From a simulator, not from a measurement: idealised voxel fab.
Presented below is a process module, voxel wiring stack.
Pictured: cross-section cut, 235 nm wide, on a grid of 5 nm square cells.
Reading order for cross-sections: top band down to bottom band. Underlying form: a grid of square cells. Band size: one or more rows of cells.
Basically the band line says how high the top is and how high the bottom is, in nm, and then what's in it from left to right, every material with its width in nm. Empty space shows up as "air", and if a single material carries "all across" it runs the full band edge to edge.
Height 0 is the level under which the wafer as received is all one material. The lowest band goes on downwards, as in "0 and below".
When a width is written as two numbers, as in "30->40", the first number is the width in the top row of cells of the band and the second is the width in its bottom row, and the width changes by the same amount from each row to the next.
Any step labelled "stayed the same" changed none of the cells in the cross-section.
In "Enclosed voids" the enclosed voids are listed, meaning empty spaces of 8 cells or larger without any opening to the top. The form is width x height at distance, distance from the left edge, units nm.
Where a step's line continues beyond its settings, the continuation is a remark by the simulator itself on that step.
Each step line may optionally specify "overlay nm", which for a step with a mask gives the rightward distance between the mask's planned place and where it lay, a negative value indicating the leftward direction.

Steps in the process plan:
1) RECEIVE,material Si
2) CONFORMAL_DEP,material SiO2,thk nm 10
3) DIRECTIONAL_DEP,material TiN,thk nm 5
4) DIRECTIONAL_DEP,material W,thk nm 15
5) PATTERN,tone cover,mask id METAL_1,material resist,width nm 25,pitch nm 45,thk nm 20,overlay nm 0
6) DIRECTIONAL_ETCH,etch materials W,depth nm 15
7) DIRECTIONAL_ETCH,etch materials TiN,depth nm 5
8) STRIP,etch materials resist
9) CONFORMAL_DEP,material SiCN,thk nm 5
10) FILL_DEP,material SiO2,thk nm 5
11) CMP,height nm 30
12) CONFORMAL_DEP,material SiCN,thk nm 5
13) DIRECTIONAL_DEP,material lowk,thk nm 15
14) PATTERN,tone open,mask id PLUG_1,material resist,width nm 15,thk nm 20,overlay nm 0
15) DIRECTIONAL_ETCH,etch materials lowk,depth nm 15
16) DIRECTIONAL_ETCH,etch materials SiCN,depth nm 5
17) STRIP,etch materials resist
18) EPI,material Ru,thk nm 10
19) EPI,material Ru,thk nm 10
20) CONFORMAL_DEP,material SiN,thk nm 5
21) DIRECTIONAL_DEP,material SiO2,thk nm 25
22) PATTERN,tone open,mask id METAL_2,material resist,width nm 25,pitch nm 45,thk nm 20,overlay nm 0
23) DIRECTIONAL_ETCH,etch materials SiO2,depth nm 25
24) DIRECTIONAL_ETCH,etch materials SiN,depth nm 5
25) STRIP,etch materials resist
26) CONFORMAL_DEP,material TiN,thk nm 5
27) FILL_DEP,material Cu,thk nm 10
28) CMP,height nm 80
29) CONFORMAL_DEP,material SiCN,thk nm 5
30) DIRECTIONAL_DEP,material lowk,thk nm 10
31) PATTERN,tone open,mask id PLUG_2,material resist,width nm 15,pitch nm 45,thk nm 20,overlay nm 0
32) DIRECTIONAL_ETCH,etch materials lowk,depth nm 10
33) DIRECTIONAL_ETCH,etch materials SiCN,depth nm 5
34) STRIP,etch materials resist
35) EPI,material Ru,thk nm 10
36) EPI,material Ru,thk nm 5
37) DIRECTIONAL_DEP,material TiN,thk nm 5
38) DIRECTIONAL_DEP,material Ru,thk nm 15
39) DIRECTIONAL_DEP,material aC,thk nm 10
40) PATTERN,tone cover,mask id METAL_3,material resist,width nm 25,pitch nm 45,thk nm 25,overlay nm 0
41) DIRECTIONAL_ETCH,etch materials aC,depth nm 10
42) STRIP,etch materials resist
43) DIRECTIONAL_ETCH,etch materials Ru,depth nm 15
44) DIRECTIONAL_ETCH,etch materials TiN,depth nm 5
45) STRIP,etch materials aC
46) CONFORMAL_DEP,material SiN,thk nm 5
47) FILL_DEP,material lowk,thk nm 10
48) CMP,height nm 115
49) CONFORMAL_DEP,material SiCN,thk nm 5
50) DIRECTIONAL_DEP,material SiO2,thk nm 25
51) DIRECTIONAL_DEP,material aC,thk nm 10
52) PATTERN,tone open,mask id METAL_4_HOLES,material resist,width nm 15,pitch nm 45,thk nm 25,overlay nm 0
53) DIRECTIONAL_ETCH,etch materials aC,depth nm 10
54) STRIP,etch materials resist
55) DIRECTIONAL_ETCH,etch materials SiO2,depth nm 25
56) STRIP,etch materials aC
57) MASKED_ETCH,tone open,mask id METAL_4,width nm 25,pitch nm 45,etch materials SiO2,depth nm 15,overlay nm 0
58) MASKED_ETCH,tone open,mask id METAL_4,width nm 25,pitch nm 45,etch materials SiCN,depth nm 5,overlay nm 0
59) CONFORMAL_DEP,material TiN,thk nm 5
60) FILL_DEP,material Cu,thk nm 5
61) CMP,height nm 145
62) CONFORMAL_DEP,material SiN,thk nm 5
Split variable: thk nm, step 12. Plan value = first wafer. Wafers start alike.

The first of several wafers in cross-section, exactly as it reached us after step 1:
	0 and below | Si all across
	Enclosed voids: none

For your reference, the table is organized with a row per wafer; each row reflects the wafer at the end of the module, indicating for each material the cells gained (+) or lost (-) since receipt, and thereafter its closed voids:
thk nm 5 | +48 Cu | +60 Ru | +175 SiCN | +133 SiN | +571 SiO2 | +80 TiN | +30 W | +313 lowk | Enclosed voids: none
thk nm 10 | +42 Cu | +48 Ru | +222 SiCN | +141 SiN | +534 SiO2 | +80 TiN | +30 W | +313 lowk | Enclosed voids: none
thk nm 15 | +36 Cu | +48 Ru | +269 SiCN | +141 SiN | +497 SiO2 | +76 TiN | +30 W | +313 lowk | Enclosed voids: none
thk nm 20 | +30 Cu | +48 Ru | +316 SiCN | +141 SiN | +460 SiO2 | +72 TiN | +30 W | +313 lowk | Enclosed voids: none
